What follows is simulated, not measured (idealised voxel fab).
A process module follows: voxel air gaps.
Shown is cross-section cut, with a width of 280 nm and square cells of size 5 nm.
Heads up, the way a cross-section reads in here is a grid of square cells, handed over as bands from the top down, with every band being one or more rows of cells. Basically the band line says how high the top is and how high the bottom is, in nm, and then what's in it from left to right, every material with its width in nm. Empty space shows up as "empty", and if a single material carries "all across" it runs the full band edge to edge. Heights are expressed relative to 0, this being the level below which the as-received wafer comprises one material exclusively. The lowest band is unbounded in the downward direction and is denoted as in "top 0, no bottom". Read "30..40" as a graded width: first number on top, second number at the bottom, same change between each pair of neighbouring rows. For the purposes of this document, the phrase "nothing was modified" attached to a step denotes that no cell within the cross-section was modified by that step. Listed in "Fully sealed voids": every empty space of 8 or more cells without an open way to the top. Form: width x height at distance, the distance being from the left edge, all in nm. That trailing text on a step's line, after the settings, is the simulator's own remark on the step. overlay nm: mask right of planned place by this much (step with mask). Neg. = left.

### This section lists the process steps that were planned
- 1: RECEIVE with material Si
- 2: CONFORMAL_DEP with material SiO2, thk nm 10
- 3: CONFORMAL_DEP with material SiCN, thk nm 5
- 4: DIRECTIONAL_DEP with material lowk, thk nm 30
- 5: PATTERN with tone open, mask id LINES, material resist, width nm 20, pitch nm 45, thk nm 15, overlay nm 0
- 6: DIRECTIONAL_ETCH with etch materials lowk, depth nm 30
- 7: STRIP with etch materials resist
- 8: CONFORMAL_DEP with material TiN, thk nm 5
- 9: FILL_DEP with material Cu, thk nm 5
- 10: CMP with height nm 45
- 11: EPI with material Ru, thk nm 10
- 12: SELECTIVE_ETCH with etch materials lowk, depth nm 40
- 13: CONFORMAL_DEP with material SiCN, thk nm 5

### What follows covers the first of two wafers; it ran as planned

### Delivered wafer in cross-section: state after step 1
* top 0, no bottom  Si all across
* Fully sealed voids: none

### Wafer xsec, post step 2
* top 10, bottom 0  SiO2 all across
* Lower than 0, everything is as it was.

### Wafer xsec, post step 3
* top 15, bottom 10  SiCN all across
* Lower than 10, everything is as it was.

### Wafer xsec, post step 4
* top 45, bottom 15  lowk all across
* Lower than 15, everything is as it was.

### Wafer xsec, post step 5
* top 60, bottom 45  resist (60), empty (20), resist (25), empty (20), resist (25), empty (20), resist (25), empty (20), resist (65)
* Lower than 45, everything is as it was.

### Wafer xsec, post step 6
* top 60, bottom 45  resist (60), empty (20), resist (25), empty (20), resist (25), empty (20), resist (25), empty (20), resist (65)
* top 45, bottom 15  lowk (60), empty (20), lowk (25), empty (20), lowk (25), empty (20), lowk (25), empty (20), lowk (65)
* Lower than 15, everything is as it was.

### Wafer xsec, post step 7
* top 45, bottom 15  lowk (60), empty (20), lowk (25), empty (20), lowk (25), empty (20), lowk (25), empty (20), lowk (65)
* Lower than 15, everything is as it was.

### Wafer xsec, post step 8
* top 50, bottom 45  TiN (65), empty (10), TiN (35), empty (10), TiN (35), empty (10), TiN (35), empty (10), TiN (70)
* top 45, bottom 20  lowk (60), TiN (5), empty (10), TiN (5), lowk (25), TiN (5), empty (10), TiN (5), lowk (25), TiN (5), empty (10), TiN (5), lowk (25), TiN (5), empty (10), TiN (5), lowk (65)
* top 20, bottom 15  lowk (60), TiN (20), lowk (25), TiN (20), lowk (25), TiN (20), lowk (25), TiN (20), lowk (65)
* Lower than 15, everything is as it was.

### Wafer xsec, post step 9
* top 55, bottom 50  Cu all across
* top 50, bottom 45  TiN (65), Cu (10), TiN (35), Cu (10), TiN (35), Cu (10), TiN (35), Cu (10), TiN (70)
* top 45, bottom 20  lowk (60), TiN (5), Cu (10), TiN (5), lowk (25), TiN (5), Cu (10), TiN (5), lowk (25), TiN (5), Cu (10), TiN (5), lowk (25), TiN (5), Cu (10), TiN (5), lowk (65)
* Lower than 20, everything is as it was.

### Wafer xsec, post step 10
* top 45, bottom 20  lowk (60), TiN (5), Cu (10), TiN (5), lowk (25), TiN (5), Cu (10), TiN (5), lowk (25), TiN (5), Cu (10), TiN (5), lowk (25), TiN (5), Cu (10), TiN (5), lowk (65)
* Lower than 20, everything is as it was.

### Wafer xsec, post step 11
* top 55, bottom 45  empty (50), Ru (40), empty (5), Ru (40), empty (5), Ru (40), empty (5), Ru (40), empty (55)
* Lower than 45, everything is as it was.

### Wafer xsec, post step 12
* top 55, bottom 45  empty (50), Ru (40), empty (5), Ru (40), empty (5), Ru (40), empty (5), Ru (40), empty (55)
* top 45, bottom 20  empty (60), TiN (5), Cu (10), TiN (5), empty (25), TiN (5), Cu (10), TiN (5), empty (25), TiN (5), Cu (10), TiN (5), empty (25), TiN (5), Cu (10), TiN (5), empty (65)
* top 20, bottom 15  empty (60), TiN (20), empty (25), TiN (20), empty (25), TiN (20), empty (25), TiN (20), empty (65)
* Lower than 15, everything is as it was.

### Wafer xsec, post step 13
* top 60, bottom 55  empty (45), SiCN (185), empty (50)
* top 55, bottom 45  empty (45), SiCN (5), Ru (40), SiCN (5), Ru (40), SiCN (5), Ru (40), SiCN (5), Ru (40), SiCN (5), empty (50)
* top 45, bottom 40  empty (45), SiCN (15), TiN (5), Cu (10), TiN (5), SiCN (25), TiN (5), Cu (10), TiN (5), SiCN (25), TiN (5), Cu (10), TiN (5), SiCN (25), TiN (5), Cu (10), TiN (5), SiCN (15), empty (50)
* top 40, bottom 20  empty (55), SiCN (5), TiN (5), Cu (10), TiN (5), SiCN (5), empty (15), SiCN (5), TiN (5), Cu (10), TiN (5), SiCN (5), empty (15), SiCN (5), TiN (5), Cu (10), TiN (5), SiCN (5), empty (15), SiCN (5), TiN (5), Cu (10), TiN (5), SiCN (5), empty (60)
* top 20, bottom 15  SiCN (60), TiN (20), SiCN (25), TiN (20), SiCN (25), TiN (20), SiCN (25), TiN (20), SiCN (65)
* Lower than 15, everything is as it was.
* Fully sealed voids: 15 x 20 at 85; 15 x 20 at 130; 15 x 20 at 175

### Companion wafer, the second of two: same beginning, same intended sequence, one mistake in carrying it out; through step 4 inclusive it tracks the first exactly

### Cross-section of the second wafer at the time step 5 of the plan should have ended
* top 60, bottom 45  resist (65), empty (15), resist (30), empty (15), resist (30), empty (15), resist (30), empty (15), resist (65)
* Lower than 45, everything is as it was.

### Cross-section of the second wafer at the time step 6 of the plan should have ended
* top 60, bottom 45  resist (65), empty (15), resist (30), empty (15), resist (30), empty (15), resist (30), empty (15), resist (65)
* top 45, bottom 15  lowk (65), empty (15), lowk (30), empty (15), lowk (30), empty (15), lowk (30), empty (15), lowk (65)
* Lower than 15, everything is as it was.

### Cross-section of the second wafer at the time step 7 of the plan should have ended
* top 45, bottom 15  lowk (65), empty (15), lowk (30), empty (15), lowk (30), empty (15), lowk (30), empty (15), lowk (65)
* Lower than 15, everything is as it was.

### Cross-section of the second wafer at the time step 8 of the plan should have ended
* top 50, bottom 45  TiN (70), empty (5), TiN (40), empty (5), TiN (40), empty (5), TiN (40), empty (5), TiN (70)
* top 45, bottom 20  lowk (65), TiN (5), empty (5), TiN (5), lowk (30), TiN (5), empty (5), TiN (5), lowk (30), TiN (5), empty (5), TiN (5), lowk (30), TiN (5), empty (5), TiN (5), lowk (65)
* top 20, bottom 15  lowk (65), TiN (15), lowk (30), TiN (15), lowk (30), TiN (15), lowk (30), TiN (15), lowk (65)
* Lower than 15, everything is as it was.

### Cross-section of the second wafer at the time step 9 of the plan should have ended
* top 55, bottom 50  Cu all across
* top 50, bottom 45  TiN (70), Cu (5), TiN (40), Cu (5), TiN (40), Cu (5), TiN (40), Cu (5), TiN (70)
* top 45, bottom 20  lowk (65), TiN (5), Cu (5), TiN (5), lowk (30), TiN (5), Cu (5), TiN (5), lowk (30), TiN (5), Cu (5), TiN (5), lowk (30), TiN (5), Cu (5), TiN (5), lowk (65)
* Lower than 20, everything is as it was.

### Cross-section of the second wafer at the time step 10 of the plan should have ended
* top 45, bottom 20  lowk (65), TiN (5), Cu (5), TiN (5), lowk (30), TiN (5), Cu (5), TiN (5), lowk (30), TiN (5), Cu (5), TiN (5), lowk (30), TiN (5), Cu (5), TiN (5), lowk (65)
* Lower than 20, everything is as it was.

### Cross-section of the second wafer at the time step 11 of the plan should have ended
* top 55, bottom 45  empty (55), Ru (35), empty (10), Ru (35), empty (10), Ru (35), empty (10), Ru (35), empty (55)
* Lower than 45, everything is as it was.

### Cross-section of the second wafer at the time step 12 of the plan should have ended
* top 55, bottom 45  empty (55), Ru (35), empty (10), Ru (35), empty (10), Ru (35), empty (10), Ru (35), empty (55)
* top 45, bottom 20  empty (65), TiN (5), Cu (5), TiN (5), empty (30), TiN (5), Cu (5), TiN (5), empty (30), TiN (5), Cu (5), TiN (5), empty (30), TiN (5), Cu (5), TiN (5), empty (65)
* top 20, bottom 15  empty (65), TiN (15), empty (30), TiN (15), empty (30), TiN (15), empty (30), TiN (15), empty (65)
* Lower than 15, everything is as it was.

### Cross-section of the second wafer at the time step 13 of the plan should have ended
* top 60, bottom 55  empty (50), SiCN (180), empty (50)
* top 55, bottom 45  empty (50), SiCN (5), Ru (35), SiCN (10), Ru (35), SiCN (10), Ru (35), SiCN (10), Ru (35), SiCN (5), empty (50)
* top 45, bottom 40  empty (50), SiCN (15), TiN (5), Cu (5), TiN (5), SiCN (30), TiN (5), Cu (5), TiN (5), SiCN (30), TiN (5), Cu (5), TiN (5), SiCN (30), TiN (5), Cu (5), TiN (5), SiCN (15), empty (50)
* top 40, bottom 20  empty (60), SiCN (5), TiN (5), Cu (5), TiN (5), SiCN (5), empty (20), SiCN (5), TiN (5), Cu (5), TiN (5), SiCN (5), empty (20), SiCN (5), TiN (5), Cu (5), TiN (5), SiCN (5), empty (20), SiCN (5), TiN (5), Cu (5), TiN (5), SiCN (5), empty (60)
* top 20, bottom 15  SiCN (65), TiN (15), SiCN (30), TiN (15), SiCN (30), TiN (15), SiCN (30), TiN (15), SiCN (65)
* Lower than 15, everything is as it was.
* Fully sealed voids: 20 x 20 at 85; 20 x 20 at 130; 20 x 20 at 175
What went wrong in running the wafer? step 5 ran differently from the plan; actual operation with settings: PATTERN with tone open, mask id LINES, material resist, width nm 15, pitch nm 45, thk nm 15, overlay nm 0
Once processing is complete, comparing cell counts shows that the second wafer has more or fewer of certain materials than the first: Cu -20; Ru -8; SiCN +12; TiN -4
